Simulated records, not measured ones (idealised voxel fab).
process module | voxel capacitor over wiring
cross-section cut | 260 nm wide | cells 5 nm
A cross-section is a grid of square cells, given in bands from the top down. A band is one or more rows of cells.
Each band's line starts with the height of the band's top and of its bottom, in nm. Then come its materials from left to right, each with its width in nm. One material with "throughout" fills the band from edge to edge. "air" is empty space.
Height 0 is the level under which the wafer as received is all one material. The lowest band goes on downwards, as in "0 down".
A width such as "30 to 40" changes by the same amount from each row of cells to the next, from the band's top row to its bottom row.
"no change" after a step means that no cell of the cross-section changed.
closed voids: empty space of 8 cells or more with no open way to the top, each as width x height at its distance from the left edge, in nm
after a step's settings: what the simulator itself notes on the step
overlay nm, on a step with a mask: how far to the right of its planned place the mask lay; to the left if negative
plan
1 op RECEIVE | material Si
2 op CONFORMAL_DEP | material SiO2 | thk nm 15
3 op CONFORMAL_DEP | material SiCN | thk nm 5
4 op DIRECTIONAL_DEP | material SiO2 | thk nm 15
5 op MASKED_ETCH | tone open | mask id METAL_1 | width nm 30 | pitch nm 100 | etch materials SiO2 | depth nm 15 | overlay nm 0
6 op MASKED_ETCH | tone open | mask id METAL_1 | width nm 30 | pitch nm 100 | etch materials SiCN | depth nm 5 | overlay nm 0
7 op CONFORMAL_DEP | material TiN | thk nm 5
8 op FILL_DEP | material Cu | thk nm 5
9 op CMP | height nm 35
10 op EPI | material Ru | thk nm 5
11 op FILL_DEP | material SiCN | thk nm 5
12 op DIRECTIONAL_DEP | material SiO2 | thk nm 15
13 op MASKED_ETCH | tone open | mask id PLUG_1 | width nm 15 | etch materials SiO2 | depth nm 15 | overlay nm 0
14 op MASKED_ETCH | tone open | mask id PLUG_1 | width nm 15 | etch materials SiCN | depth nm 5 | overlay nm 0
15 op EPI | material Ru | thk nm 10
16 op EPI | material Ru | thk nm 10
17 op DIRECTIONAL_DEP | material TiN | thk nm 5
18 op DIRECTIONAL_DEP | material Al2O3 | thk nm 5
19 op DIRECTIONAL_DEP | material TiN | thk nm 10
20 op MASKED_ETCH | tone cover | mask id UPPER_PLATE | width nm 75 | etch materials TiN | depth nm 10 | overlay nm 0
21 op MASKED_ETCH | tone cover | mask id UPPER_PLATE | width nm 75 | etch materials Al2O3 | depth nm 5 | overlay nm 0
22 op PATTERN | tone cover | mask id LOWER_PLATE | material resist | width nm 85 | thk nm 15 | overlay nm 0
23 op DIRECTIONAL_ETCH | etch materials TiN | depth nm 5
24 op STRIP | etch materials resist
25 op FILL_DEP | material SiO2 | thk nm 20
26 op CMP | height nm 95
27 op PATTERN | tone open | mask id PLUG_2 | material resist | width nm 15 | thk nm 15 | overlay nm 0
28 op DIRECTIONAL_ETCH | etch materials SiO2 | depth nm 15
29 op STRIP | etch materials resist
30 op CONFORMAL_DEP | material TiN | thk nm 5
31 op FILL_DEP | material Ru | thk nm 10
32 op CMP | height nm 95
33 op CONFORMAL_DEP | material SiN | thk nm 5
first wafer, as planned
as received, after step 1
  0 down: Si throughout
  closed voids: none
after step 2
  15 to 0: SiO2 throughout
  below 0: unchanged
after step 3
  20 to 15: SiCN throughout
  below 15: unchanged
after step 4
  35 to 20: SiO2 throughout
  below 20: unchanged
after step 5
  35 to 20: SiO2 65 | air 30 | SiO2 70 | air 30 | SiO2 65
  below 20: unchanged
after step 6
  35 to 20: SiO2 65 | air 30 | SiO2 70 | air 30 | SiO2 65
  20 to 15: SiCN 65 | air 30 | SiCN 70 | air 30 | SiCN 65
  below 15: unchanged
after step 7
  40 to 35: TiN 70 | air 20 | TiN 80 | air 20 | TiN 70
  35 to 20: SiO2 65 | TiN 5 | air 20 | TiN 5 | SiO2 70 | TiN 5 | air 20 | TiN 5 | SiO2 65
  20 to 15: SiCN 65 | TiN 30 | SiCN 70 | TiN 30 | SiCN 65
  below 15: unchanged
after step 8
  45 to 40: Cu throughout
  40 to 35: TiN 70 | Cu 20 | TiN 80 | Cu 20 | TiN 70
  35 to 20: SiO2 65 | TiN 5 | Cu 20 | TiN 5 | SiO2 70 | TiN 5 | Cu 20 | TiN 5 | SiO2 65
  below 20: unchanged
after step 9
  35 to 20: SiO2 65 | TiN 5 | Cu 20 | TiN 5 | SiO2 70 | TiN 5 | Cu 20 | TiN 5 | SiO2 65
  below 20: unchanged
after step 10
  40 to 35: air 60 | Ru 40 | air 60 | Ru 40 | air 60
  below 35: unchanged
after step 11
  45 to 40: SiCN throughout
  40 to 35: SiCN 60 | Ru 40 | SiCN 60 | Ru 40 | SiCN 60
  below 35: unchanged
after step 12
  60 to 45: SiO2 throughout
  below 45: unchanged
after step 13
  60 to 45: SiO2 80 | air 15 | SiO2 165
  below 45: unchanged
after step 14
  60 to 45: SiO2 80 | air 15 | SiO2 165
  45 to 40: SiCN 80 | air 15 | SiCN 165
  below 40: unchanged
after step 15
  60 to 50: SiO2 80 | air 15 | SiO2 165
  50 to 45: SiO2 80 | Ru 15 | SiO2 165
  45 to 40: SiCN 80 | Ru 15 | SiCN 165
  below 40: unchanged
after step 16
  60 to 45: SiO2 80 | Ru 15 | SiO2 165
  below 45: unchanged
after step 17
  65 to 60: TiN throughout
  below 60: unchanged
after step 18
  70 to 65: Al2O3 throughout
  below 65: unchanged
after step 19
  80 to 70: TiN throughout
  below 70: unchanged
after step 20
  80 to 70: air 80 | TiN 75 | air 105
  below 70: unchanged
after step 21
  80 to 70: air 80 | TiN 75 | air 105
  70 to 65: air 80 | Al2O3 75 | air 105
  below 65: unchanged
after step 22
  95 to 80: air 75 | resist 85 | air 100
  80 to 70: air 75 | resist 5 | TiN 75 | resist 5 | air 100
  70 to 65: air 75 | resist 5 | Al2O3 75 | resist 5 | air 100
  below 65: unchanged
after step 23
  95 to 80: air 75 | resist 85 | air 100
  80 to 70: air 75 | resist 5 | TiN 75 | resist 5 | air 100
  70 to 65: air 75 | resist 5 | Al2O3 75 | resist 5 | air 100
  65 to 60: air 75 | TiN 85 | air 100
  below 60: unchanged
after step 24
  80 to 70: air 80 | TiN 75 | air 105
  70 to 65: air 80 | Al2O3 75 | air 105
  below 65: unchanged
after step 25
  100 to 80: SiO2 throughout
  80 to 70: SiO2 80 | TiN 75 | SiO2 105
  70 to 65: SiO2 80 | Al2O3 75 | SiO2 105
  65 to 60: SiO2 75 | TiN 85 | SiO2 100
  below 60: unchanged
after step 26
  95 to 80: SiO2 throughout
  below 80: unchanged
after step 27
  110 to 95: resist 90 | air 15 | resist 155
  below 95: unchanged
after step 28
  110 to 95: resist 90 | air 15 | resist 155
  95 to 80: SiO2 90 | air 15 | SiO2 155
  below 80: unchanged
after step 29
  95 to 80: SiO2 90 | air 15 | SiO2 155
  below 80: unchanged
after step 30
  100 to 95: TiN 95 | air 5 | TiN 160
  95 to 85: SiO2 90 | TiN 5 | air 5 | TiN 5 | SiO2 155
  85 to 80: SiO2 90 | TiN 15 | SiO2 155
  below 80: unchanged
after step 31
  110 to 100: Ru throughout
  100 to 95: TiN 95 | Ru 5 | TiN 160
  95 to 85: SiO2 90 | TiN 5 | Ru 5 | TiN 5 | SiO2 155
  below 85: unchanged
after step 32
  95 to 85: SiO2 90 | TiN 5 | Ru 5 | TiN 5 | SiO2 155
  below 85: unchanged
after step 33
  100 to 95: SiN throughout
  below 95: unchanged
second wafer: like start, like plan, one mistake. Through step 10 it matches the first wafer
when step 11 should have ended
  55 to 40: SiCN throughout
  40 to 35: SiCN 60 | Ru 40 | SiCN 60 | Ru 40 | SiCN 60
  below 35: unchanged
when step 12 should have ended
  70 to 55: SiO2 throughout
  below 55: unchanged
when step 13 should have ended
  70 to 55: SiO2 80 | air 15 | SiO2 165
  below 55: unchanged
when step 14 should have ended
  70 to 55: SiO2 80 | air 15 | SiO2 165
  55 to 50: SiCN 80 | air 15 | SiCN 165
  below 50: unchanged
when step 15 should have ended: no change
when step 16 should have ended: no change
when step 17 should have ended
  75 to 70: TiN 80 | air 15 | TiN 165
  70 to 55: SiO2 80 | air 15 | SiO2 165
  55 to 50: SiCN 80 | TiN 15 | SiCN 165
  below 50: unchanged
when step 18 should have ended
  80 to 75: Al2O3 80 | air 15 | Al2O3 165
  75 to 70: TiN 80 | air 15 | TiN 165
  70 to 60: SiO2 80 | air 15 | SiO2 165
  60 to 55: SiO2 80 | Al2O3 15 | SiO2 165
  below 55: unchanged
when step 19 should have ended
  90 to 80: TiN 80 | air 15 | TiN 165
  80 to 75: Al2O3 80 | air 15 | Al2O3 165
  75 to 70: TiN 80 | air 15 | TiN 165
  70 to 60: SiO2 80 | TiN 15 | SiO2 165
  below 60: unchanged
when step 20 should have ended
  90 to 80: air 95 | TiN 60 | air 105
  below 80: unchanged
when step 21 should have ended
  90 to 80: air 95 | TiN 60 | air 105
  80 to 75: air 95 | Al2O3 60 | air 105
  below 75: unchanged
when step 22 should have ended
  105 to 90: air 75 | resist 85 | air 100
  90 to 80: air 75 | resist 20 | TiN 60 | resist 5 | air 100
  80 to 75: air 75 | resist 20 | Al2O3 60 | resist 5 | air 100
  75 to 70: TiN 80 | resist 15 | TiN 165
  below 70: unchanged
when step 23 should have ended
  105 to 90: air 75 | resist 85 | air 100
  90 to 80: air 75 | resist 20 | TiN 60 | resist 5 | air 100
  80 to 75: air 75 | resist 20 | Al2O3 60 | resist 5 | air 100
  75 to 70: air 75 | TiN 5 | resist 15 | TiN 65 | air 100
  below 70: unchanged
when step 24 should have ended
  90 to 80: air 95 | TiN 60 | air 105
  80 to 75: air 95 | Al2O3 60 | air 105
  75 to 70: air 75 | TiN 5 | air 15 | TiN 65 | air 100
  below 70: unchanged
when step 25 should have ended
  110 to 90: SiO2 throughout
  90 to 80: SiO2 95 | TiN 60 | SiO2 105
  80 to 75: SiO2 95 | Al2O3 60 | SiO2 105
  75 to 70: SiO2 75 | TiN 5 | SiO2 15 | TiN 65 | SiO2 100
  below 70: unchanged
when step 26 should have ended
  95 to 90: SiO2 throughout
  below 90: unchanged
when step 27 should have ended
  110 to 95: resist 90 | air 15 | resist 155
  below 95: unchanged
when step 28 should have ended
  110 to 95: resist 90 | air 15 | resist 155
  95 to 90: SiO2 90 | air 15 | SiO2 155
  90 to 80: SiO2 90 | air 5 | TiN 60 | SiO2 105
  below 80: unchanged
when step 29 should have ended
  95 to 90: SiO2 90 | air 15 | SiO2 155
  below 90: unchanged
when step 30 should have ended
  100 to 95: TiN 95 | air 5 | TiN 160
  95 to 90: SiO2 90 | TiN 15 | SiO2 155
  90 to 80: SiO2 90 | TiN 65 | SiO2 105
  below 80: unchanged
when step 31 should have ended
  110 to 100: Ru throughout
  100 to 95: TiN 95 | Ru 5 | TiN 160
  below 95: unchanged
when step 32 should have ended
  95 to 90: SiO2 90 | TiN 15 | SiO2 155
  below 90: unchanged
when step 33 should have ended
  100 to 95: SiN throughout
  below 95: unchanged
what went wrong: step 11 ran as: op FILL_DEP | material SiCN | thk nm 15
at the end the second wafer has, in cells: 14 fewer of Ru | 104 more of SiCN | 88 fewer of SiO2 | 2 fewer of TiN
